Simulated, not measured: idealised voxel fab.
Title: Process Module voxel fin reveal
Displayed cross-section: cut, width of 275 nm, square cells sized 5 nm.
Cross-section = grid of square cells, listed top down in bands; band = one or more rows. What a band's entry tells you: where the top is and where the bottom is, as heights in nm, and after that what lies inside, material by material from left to right, each with its width in nm. Empty space is written as the word "blank", and a single material marked with the word "all across" occupies the band from edge to edge. Height is counted from the level 0, under which the received wafer is composed throughout of one material. The lowest of the bands is not closed at the bottom but continues downward, in the notation "from 0 down". A width such as "30->40" changes by the same amount from each row of cells to the next, from the band's top row to its bottom row. It should be understood that the words "no modifications", when stated for a given step, signify that the cross-section underwent no change in any of its cells during that step. "Closed-off voids": sealed empty spaces, 8 cells or more, no open way to top, listed width x height at distance, with distance from the left edge and width, height and distance in nm. On each step's line, the part that comes after the settings is the simulator's own comment on the step. You can add "overlay nm" to a step's line. For a step with a mask, it describes how far the mask lay to the right of its planned position, and a negative number describes a lay to the left.

-- Process steps - plan
step 1: RECEIVE [material Si]
step 2: CONFORMAL_DEP [material SiN] [thk nm 5]
step 3: PATTERN [tone cover] [mask id FINS] [material resist] [width nm 15] [pitch nm 35] [thk nm 15] [overlay nm 0]
step 4: DIRECTIONAL_ETCH [etch materials SiN] [depth nm 5]
step 5: DIRECTIONAL_ETCH [etch materials Si] [depth nm 40]
step 6: STRIP [etch materials resist]
step 7: FILL_DEP [material SiO2] [thk nm 10]
step 8: CMP [height nm -5]
step 9: SELECTIVE_ETCH [etch materials SiO2] [depth nm 25]
step 10: STRIP [etch materials SiN]
step 11: CONFORMAL_DEP [material HfO2] [thk nm 5]
Be aware that, although all wafers share a common starting state, the height nm at step 8 differs among them, and the plan displays the first wafer's value.

-- Received condition of the first of several wafers, sectioned: post-step 1
	from 0 down: Si all across
	Closed-off voids: none

-- Cross-section of the first of several wafers, taken after step 11, where the module ends
	from 0 to -5: 70 of blank, 25 of HfO2, 10 of blank, 25 of HfO2, 10 of blank, 25 of HfO2, 10 of blank, 25 of HfO2, 75 of blank
	from -5 to -25: 70 of blank, 5 of HfO2, 15 of Si, 5 of HfO2, 10 of blank, 5 of HfO2, 15 of Si, 5 of HfO2, 10 of blank, 5 of HfO2, 15 of Si, 5 of HfO2, 10 of blank, 5 of HfO2, 15 of Si, 5 of HfO2, 75 of blank
	from -25 to -30: 75 of HfO2, 15 of Si, 20 of HfO2, 15 of Si, 20 of HfO2, 15 of Si, 20 of HfO2, 15 of Si, 80 of HfO2
	from -30 to -40: 75 of SiO2, 15 of Si, 20 of SiO2, 15 of Si, 20 of SiO2, 15 of Si, 20 of SiO2, 15 of Si, 80 of SiO2
	from -40 down: Si all across
	Closed-off voids: none

-- last wafer at the end
	from 5 to 0: 70 of blank, 25 of HfO2, 10 of blank, 25 of HfO2, 10 of blank, 25 of HfO2, 10 of blank, 25 of HfO2, 75 of blank
	from 0 to -5: 70 of blank, 5 of HfO2, 15 of Si, 5 of HfO2, 10 of blank, 5 of HfO2, 15 of Si, 5 of HfO2, 10 of blank, 5 of HfO2, 15 of Si, 5 of HfO2, 10 of blank, 5 of HfO2, 15 of Si, 5 of HfO2, 75 of blank
	from -5 to -10: 75 of HfO2, 15 of Si, 20 of HfO2, 15 of Si, 20 of HfO2, 15 of Si, 20 of HfO2, 15 of Si, 80 of HfO2
	from -10 to -40: 75 of SiO2, 15 of Si, 20 of SiO2, 15 of Si, 20 of SiO2, 15 of Si, 20 of SiO2, 15 of Si, 80 of SiO2
	from -40 down: Si all across
	Closed-off voids: none

-- Per wafer, end of module: cells gained (+) or lost (-) per material since receipt, then closed voids
height nm -5; +95 HfO2; -356 Si; +86 SiO2; Closed-off voids: none
height nm 0; +95 HfO2; -344 Si; +129 SiO2; Closed-off voids: none
height nm 5; +87 HfO2; -344 Si; +172 SiO2; Closed-off voids: none
height nm 10; +79 HfO2; -344 Si; +215 SiO2; Closed-off voids: none
height nm 15; +71 HfO2; -344 Si; +258 SiO2; Closed-off voids: none
